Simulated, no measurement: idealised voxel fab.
process module | voxel spacer lines
It is cross-section cut that appears here, measuring 175 nm in width, its square cells being 5 nm in size.
This document writes a cross-section as a grid whose cells are square, and gives it as bands, listed from the top down; one or more rows of cells form a band.
In this notation a band is specified by the heights of its top and bottom, in that order and in nm, after which its materials appear from left to right, each paired with its width in nm. The word "edge to edge" attached to a single material means that material fills the band from edge to edge; the word "blank" stands for empty space.
Measure heights from 0. That's the level where, below it, the as-received wafer is all one material. The lowest band is bottomless and extends downward; write it as in "0..down".
It should be noted that a width expressed as "30->40" varies in equal increments from row to row of cells within the band, taking the value of the first number at the top row and that of the second number at the bottom row.
You'll sometimes find "remains unaltered" written for a step, and that's the way of saying that nowhere in the cross-section did a cell change during that step.
This entry, "Enclosed cavity list", enumerates those empty regions of no fewer than 8 cells that possess no open connection to the top. Each region is reported in the form width x height at distance, the distance being taken from the left edge, with all three quantities expressed in nm.
Post-settings text on a step line: simulator's own remark regarding the step.
The optional step-line setting "overlay nm" applies to steps with a mask and quantifies how far to the right of its planned location the mask lay, a negative value indicating leftward placement.
Process steps - plan:
- 1: RECEIVE (material Si)
- 2: CONFORMAL_DEP (material Al2O3; thk nm 10)
- 3: DIRECTIONAL_DEP (material polySi; thk nm 20)
- 4: DIRECTIONAL_DEP (material aC; thk nm 30)
- 5: PATTERN (tone cover; mask id MANDREL; material resist; width nm 15; pitch nm 60; thk nm 40; overlay nm 0)
- 6: DIRECTIONAL_ETCH (etch materials aC; depth nm 30)
- 7: STRIP (etch materials resist)
- 8: CONFORMAL_DEP (material SiN; thk nm 10)
- 9: DIRECTIONAL_ETCH (etch materials SiN; depth nm 10)
- 10: STRIP (etch materials aC)
- 11: DIRECTIONAL_ETCH (etch materials polySi; depth nm 20)
- 12: STRIP (etch materials SiN)
- 13: FILL_DEP (material SiO2; thk nm 5)
- 14: CMP (height nm 30)
The value of width nm given for step 5 in the plan refers to the first wafer; the wafers vary in this setting and are alike at the start.
First wafer as received, after step 1:
  0..down  Si edge to edge
  Enclosed cavity list: none
End of module: cross-section of the first of several wafers after step 14, the last step:
  30..10  40 of SiO2 / 10 of polySi / 15 of SiO2 / 10 of polySi / 25 of SiO2 / 10 of polySi / 15 of SiO2 / 10 of polySi / 40 of SiO2
  10..0  Al2O3 edge to edge
  0..down  Si edge to edge
  Enclosed cavity list: none
Sectional view of the last wafer upon completion of the module:
  30..10  30 of SiO2 / 10 of polySi / 35 of SiO2 / 10 of polySi / 5 of SiO2 / 10 of polySi / 35 of SiO2 / 10 of polySi / 30 of SiO2
  10..0  Al2O3 edge to edge
  0..down  Si edge to edge
  Enclosed cavity list: none
Basically each wafer gets a line in the table, showing it at the end of the module: material by material, the cells it gained (+) or lost (-) since we got it, then its closed voids:
width nm 15 | +70 Al2O3 | +108 SiO2 | +32 polySi | Enclosed cavity list: none
width nm 20 | +70 Al2O3 | +108 SiO2 | +32 polySi | Enclosed cavity list: none
width nm 25 | +70 Al2O3 | +108 SiO2 | +32 polySi | Enclosed cavity list: none
width nm 30 | +70 Al2O3 | +108 SiO2 | +32 polySi | Enclosed cavity list: none
width nm 35 | +70 Al2O3 | +108 SiO2 | +32 polySi | Enclosed cavity list: none
